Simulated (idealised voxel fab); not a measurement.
Process module heading - voxel ribs on slabs
In the cross-section labelled cut, the width is 175 nm and each square cell is 5 nm.
Format of a cross-section: grid, square cells. Given as bands. Order: top down. Band: one or more rows of cells.
Band: top and bottom heights (nm) first, top before bottom; then materials from left to right, widths in nm. "full width" marks a sole material filling the band edge to edge. "air" denotes empty space.
Zero point of the height axis is 0; under it, received wafer = one material. Lowest band: continues down indefinitely, "0 -> down".
Quick explanation for "30->40": the width changes in equal steps down the rows of cells, from the first number in the band's top row to the second number in its bottom row.
The designation "nothing different", where it is given for a processing step, indicates that no cell of the cross-section was altered in the course of that step.
Any empty space of 8 cells or more lacking an open way to the top shows up in "Closed cavity list" as width x height at distance, distance from the left edge, in nm.
Heads up: the bit after the settings on a step's line is the simulator's remark on that step.
A step's line can hold "overlay nm"; with a mask on that step, the setting says how far right of the planned place the mask lay, while a negative setting says it lay to the left.

So here's the lineup of process steps we planned:
1. RECEIVE with material Si
2. DIRECTIONAL_DEP with material SiO2, thk nm 30
3. DIRECTIONAL_DEP with material polySi, thk nm 25
4. MASKED_ETCH with tone cover, mask id RIB, width nm 25, etch materials polySi, depth nm 15, overlay nm 0
5. MASKED_ETCH with tone cover, mask id SLAB, width nm 65, etch materials polySi, depth nm 10, overlay nm 0
6. FILL_DEP with material SiO2, thk nm 25
7. CMP with height nm 70
8. DIRECTIONAL_DEP with material W, thk nm 5
9. MASKED_ETCH with tone cover, mask id HEATER, width nm 35, etch materials W, depth nm 5, overlay nm 0
10. CONFORMAL_DEP with material SiN, thk nm 5
For this document, wafers share an identical start and vary in the step 8 thk nm; the plan quotes the first wafer's value.

The first of several wafers in cross-section, exactly as it reached us after step 1:
0 -> down  Si full width
Closed cavity list: none

Per-wafer rows below. For each material: cells gained (+) or lost (-) since the wafer was received, as of end of module. Then: closed voids:
thk nm 5, +37 SiN, +449 SiO2, +7 W, +41 polySi, Closed cavity list: none
thk nm 10, +37 SiN, +449 SiO2, +42 W, +41 polySi, Closed cavity list: none
thk nm 15, +37 SiN, +449 SiO2, +77 W, +41 polySi, Closed cavity list: none
thk nm 20, +37 SiN, +449 SiO2, +112 W, +41 polySi, Closed cavity list: none
